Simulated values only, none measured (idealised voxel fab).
process module | voxel wiring stack
cross-section cut | 255 nm wide | cells 5 nm
A cross-section is a grid of square cells, given in bands from the top down. A band is one or more rows of cells.
Each band's line starts with the height of the band's top and of its bottom, in nm. Then come its materials from left to right, each with its width in nm. One material with "throughout" fills the band from edge to edge. "air" is empty space.
Height 0 is the level under which the wafer as received is all one material. The lowest band goes on downwards, as in "0 down".
A width such as "30 to 40" changes by the same amount from each row of cells to the next, from the band's top row to its bottom row.
"no change" after a step means that no cell of the cross-section changed.
closed voids: empty space of 8 cells or more with no open way to the top, each as width x height at its distance from the left edge, in nm
after a step's settings: what the simulator itself notes on the step
overlay nm, on a step with a mask: how far to the right of its planned place the mask lay; to the left if negative
plan
1 op RECEIVE | material Si
2 op CONFORMAL_DEP | material SiO2 | thk nm 15
3 op CONFORMAL_DEP | material SiCN | thk nm 5
4 op DIRECTIONAL_DEP | material lowk | thk nm 15
5 op DIRECTIONAL_DEP | material aC | thk nm 15
6 op PATTERN | tone open | mask id METAL_1 | material resist | width nm 25 | pitch nm 50 | thk nm 30 | overlay nm 0
7 op DIRECTIONAL_ETCH | etch materials aC | depth nm 15
8 op STRIP | etch materials resist
9 op DIRECTIONAL_ETCH | etch materials lowk | depth nm 15
10 op DIRECTIONAL_ETCH | etch materials SiCN | depth nm 5
11 op STRIP | etch materials aC
12 op CONFORMAL_DEP | material TiN | thk nm 5
13 op FILL_DEP | material Cu | thk nm 5
14 op CMP | height nm 35
15 op CONFORMAL_DEP | material SiCN | thk nm 5
16 op DIRECTIONAL_DEP | material lowk | thk nm 15
17 op DIRECTIONAL_DEP | material aC | thk nm 15
18 op PATTERN | tone open | mask id PLUG_1 | material resist | width nm 15 | pitch nm 50 | thk nm 35 | overlay nm 0
19 op DIRECTIONAL_ETCH | etch materials aC | depth nm 15
20 op STRIP | etch materials resist
21 op DIRECTIONAL_ETCH | etch materials lowk | depth nm 15
22 op DIRECTIONAL_ETCH | etch materials SiCN | depth nm 5
23 op STRIP | etch materials aC
24 op EPI | material Ru | thk nm 10
25 op EPI | material Ru | thk nm 10
26 op CONFORMAL_DEP | material SiN | thk nm 5
27 op DIRECTIONAL_DEP | material lowk | thk nm 15
28 op MASKED_ETCH | tone open | mask id METAL_2 | width nm 25 | pitch nm 50 | etch materials lowk | depth nm 15 | overlay nm 0
29 op MASKED_ETCH | tone open | mask id METAL_2 | width nm 25 | pitch nm 50 | etch materials SiN | depth nm 5 | overlay nm 0
30 op CONFORMAL_DEP | material TiN | thk nm 5
31 op FILL_DEP | material W | thk nm 5
32 op CMP | height nm 75
33 op CONFORMAL_DEP | material SiCN | thk nm 5
34 op DIRECTIONAL_DEP | material SiO2 | thk nm 15
35 op PATTERN | tone open | mask id PLUG_2 | material resist | width nm 15 | pitch nm 50 | thk nm 15 | overlay nm 0
36 op DIRECTIONAL_ETCH | etch materials SiO2 | depth nm 15
37 op DIRECTIONAL_ETCH | etch materials SiCN | depth nm 5
38 op STRIP | etch materials resist
39 op EPI | material Ru | thk nm 10
40 op EPI | material Ru | thk nm 10
41 op DIRECTIONAL_DEP | material TiN | thk nm 5
42 op DIRECTIONAL_DEP | material W | thk nm 15
43 op DIRECTIONAL_DEP | material aC | thk nm 10
44 op PATTERN | tone cover | mask id METAL_3 | material resist | width nm 25 | pitch nm 50 | thk nm 25 | overlay nm 0
45 op DIRECTIONAL_ETCH | etch materials aC | depth nm 10
46 op STRIP | etch materials resist
47 op DIRECTIONAL_ETCH | etch materials W | depth nm 15
48 op DIRECTIONAL_ETCH | etch materials TiN | depth nm 5
49 op STRIP | etch materials aC
50 op CONFORMAL_DEP | material SiCN | thk nm 5
51 op FILL_DEP | material SiO2 | thk nm 10
52 op CMP | height nm 115
53 op CONFORMAL_DEP | material SiCN | thk nm 5
first wafer, as planned
as received, after step 1
  0 down: Si throughout
  closed voids: none
after step 2
  15 to 0: SiO2 throughout
  below 0: unchanged
after step 3
  20 to 15: SiCN throughout
  below 15: unchanged
after step 4
  35 to 20: lowk throughout
  below 20: unchanged
after step 5
  50 to 35: aC throughout
  below 35: unchanged
after step 6
  80 to 50: resist 90 | air 25 | resist 25 | air 25 | resist 90
  below 50: unchanged
after step 7
  65 to 50: resist 90 | air 25 | resist 25 | air 25 | resist 90
  50 to 35: aC 90 | air 25 | aC 25 | air 25 | aC 90
  below 35: unchanged
after step 8
  50 to 35: aC 90 | air 25 | aC 25 | air 25 | aC 90
  below 35: unchanged
after step 9
  50 to 35: aC 90 | air 25 | aC 25 | air 25 | aC 90
  35 to 20: lowk 90 | air 25 | lowk 25 | air 25 | lowk 90
  below 20: unchanged
after step 10
  50 to 35: aC 90 | air 25 | aC 25 | air 25 | aC 90
  35 to 20: lowk 90 | air 25 | lowk 25 | air 25 | lowk 90
  20 to 15: SiCN 90 | air 25 | SiCN 25 | air 25 | SiCN 90
  below 15: unchanged
after step 11
  35 to 20: lowk 90 | air 25 | lowk 25 | air 25 | lowk 90
  below 20: unchanged
after step 12
  40 to 35: TiN 95 | air 15 | TiN 35 | air 15 | TiN 95
  35 to 20: lowk 90 | TiN 5 | air 15 | TiN 5 | lowk 25 | TiN 5 | air 15 | TiN 5 | lowk 90
  20 to 15: SiCN 90 | TiN 25 | SiCN 25 | TiN 25 | SiCN 90
  below 15: unchanged
after step 13
  45 to 40: Cu throughout
  40 to 35: TiN 95 | Cu 15 | TiN 35 | Cu 15 | TiN 95
  35 to 20: lowk 90 | TiN 5 | Cu 15 | TiN 5 | lowk 25 | TiN 5 | Cu 15 | TiN 5 | lowk 90
  below 20: unchanged
after step 14
  35 to 20: lowk 90 | TiN 5 | Cu 15 | TiN 5 | lowk 25 | TiN 5 | Cu 15 | TiN 5 | lowk 90
  below 20: unchanged
after step 15
  40 to 35: SiCN throughout
  below 35: unchanged
after step 16
  55 to 40: lowk throughout
  below 40: unchanged
after step 17
  70 to 55: aC throughout
  below 55: unchanged
after step 18
  105 to 70: resist 90 | air 15 | resist 35 | air 15 | resist 100
  below 70: unchanged
after step 19
  90 to 70: resist 90 | air 15 | resist 35 | air 15 | resist 100
  70 to 55: aC 90 | air 15 | aC 35 | air 15 | aC 100
  below 55: unchanged
after step 20
  70 to 55: aC 90 | air 15 | aC 35 | air 15 | aC 100
  below 55: unchanged
after step 21
  70 to 55: aC 90 | air 15 | aC 35 | air 15 | aC 100
  55 to 40: lowk 90 | air 15 | lowk 35 | air 15 | lowk 100
  below 40: unchanged
after step 22
  70 to 55: aC 90 | air 15 | aC 35 | air 15 | aC 100
  55 to 40: lowk 90 | air 15 | lowk 35 | air 15 | lowk 100
  40 to 35: SiCN 90 | air 15 | SiCN 35 | air 15 | SiCN 100
  below 35: unchanged
after step 23
  55 to 40: lowk 90 | air 15 | lowk 35 | air 15 | lowk 100
  below 40: unchanged
after step 24
  55 to 45: lowk 90 | air 15 | lowk 35 | air 15 | lowk 100
  45 to 40: lowk 90 | Ru 15 | lowk 35 | Ru 15 | lowk 100
  40 to 35: SiCN 90 | Ru 15 | SiCN 35 | Ru 15 | SiCN 100
  below 35: unchanged
after step 25
  55 to 40: lowk 90 | Ru 15 | lowk 35 | Ru 15 | lowk 100
  below 40: unchanged
after step 26
  60 to 55: SiN throughout
  below 55: unchanged
after step 27
  75 to 60: lowk throughout
  below 60: unchanged
after step 28
  75 to 60: lowk 90 | air 25 | lowk 25 | air 25 | lowk 90
  below 60: unchanged
after step 29
  75 to 60: lowk 90 | air 25 | lowk 25 | air 25 | lowk 90
  60 to 55: SiN 90 | air 25 | SiN 25 | air 25 | SiN 90
  below 55: unchanged
after step 30
  80 to 75: TiN 95 | air 15 | TiN 35 | air 15 | TiN 95
  75 to 60: lowk 90 | TiN 5 | air 15 | TiN 5 | lowk 25 | TiN 5 | air 15 | TiN 5 | lowk 90
  60 to 55: SiN 90 | TiN 25 | SiN 25 | TiN 25 | SiN 90
  below 55: unchanged
after step 31
  85 to 80: W throughout
  80 to 75: TiN 95 | W 15 | TiN 35 | W 15 | TiN 95
  75 to 60: lowk 90 | TiN 5 | W 15 | TiN 5 | lowk 25 | TiN 5 | W 15 | TiN 5 | lowk 90
  below 60: unchanged
after step 32
  75 to 60: lowk 90 | TiN 5 | W 15 | TiN 5 | lowk 25 | TiN 5 | W 15 | TiN 5 | lowk 90
  below 60: unchanged
after step 33
  80 to 75: SiCN throughout
  below 75: unchanged
after step 34
  95 to 80: SiO2 throughout
  below 80: unchanged
after step 35
  110 to 95: resist 90 | air 15 | resist 35 | air 15 | resist 100
  below 95: unchanged
after step 36
  110 to 95: resist 90 | air 15 | resist 35 | air 15 | resist 100
  95 to 80: SiO2 90 | air 15 | SiO2 35 | air 15 | SiO2 100
  below 80: unchanged
after step 37
  110 to 95: resist 90 | air 15 | resist 35 | air 15 | resist 100
  95 to 80: SiO2 90 | air 15 | SiO2 35 | air 15 | SiO2 100
  80 to 75: SiCN 90 | air 15 | SiCN 35 | air 15 | SiCN 100
  below 75: unchanged
after step 38
  95 to 80: SiO2 90 | air 15 | SiO2 35 | air 15 | SiO2 100
  below 80: unchanged
after step 39
  95 to 85: SiO2 90 | air 15 | SiO2 35 | air 15 | SiO2 100
  85 to 80: SiO2 90 | Ru 15 | SiO2 35 | Ru 15 | SiO2 100
  80 to 75: SiCN 90 | Ru 15 | SiCN 35 | Ru 15 | SiCN 100
  below 75: unchanged
after step 40
  95 to 80: SiO2 90 | Ru 15 | SiO2 35 | Ru 15 | SiO2 100
  below 80: unchanged
after step 41
  100 to 95: TiN throughout
  below 95: unchanged
after step 42
  115 to 100: W throughout
  below 100: unchanged
after step 43
  125 to 115: aC throughout
  below 115: unchanged
after step 44
  150 to 125: air 90 | resist 25 | air 25 | resist 25 | air 90
  below 125: unchanged
after step 45
  140 to 125: air 90 | resist 25 | air 25 | resist 25 | air 90
  125 to 115: air 90 | aC 25 | air 25 | aC 25 | air 90
  below 115: unchanged
after step 46
  125 to 115: air 90 | aC 25 | air 25 | aC 25 | air 90
  below 115: unchanged
after step 47
  125 to 115: air 90 | aC 25 | air 25 | aC 25 | air 90
  115 to 100: air 90 | W 25 | air 25 | W 25 | air 90
  below 100: unchanged
after step 48
  125 to 115: air 90 | aC 25 | air 25 | aC 25 | air 90
  115 to 100: air 90 | W 25 | air 25 | W 25 | air 90
  100 to 95: air 90 | TiN 25 | air 25 | TiN 25 | air 90
  below 95: unchanged
after step 49
  115 to 100: air 90 | W 25 | air 25 | W 25 | air 90
  below 100: unchanged
after step 50
  120 to 115: air 85 | SiCN 35 | air 15 | SiCN 35 | air 85
  115 to 100: air 85 | SiCN 5 | W 25 | SiCN 5 | air 15 | SiCN 5 | W 25 | SiCN 5 | air 85
  100 to 95: SiCN 90 | TiN 25 | SiCN 25 | TiN 25 | SiCN 90
  below 95: unchanged
after step 51
  130 to 120: SiO2 throughout
  120 to 115: SiO2 85 | SiCN 35 | SiO2 15 | SiCN 35 | SiO2 85
  115 to 100: SiO2 85 | SiCN 5 | W 25 | SiCN 5 | SiO2 15 | SiCN 5 | W 25 | SiCN 5 | SiO2 85
  below 100: unchanged
after step 52
  115 to 100: SiO2 85 | SiCN 5 | W 25 | SiCN 5 | SiO2 15 | SiCN 5 | W 25 | SiCN 5 | SiO2 85
  below 100: unchanged
after step 53
  120 to 115: SiCN throughout
  below 115: unchanged
second wafer: like start, like plan, one mistake. Through step 51 it matches the first wafer
when step 52 should have ended: no change
when step 53 should have ended
  135 to 130: SiCN throughout
  below 130: unchanged
what went wrong: step 52 was left out
at the end the second wafer has, in cells: 14 more of SiCN | 139 more of SiO2
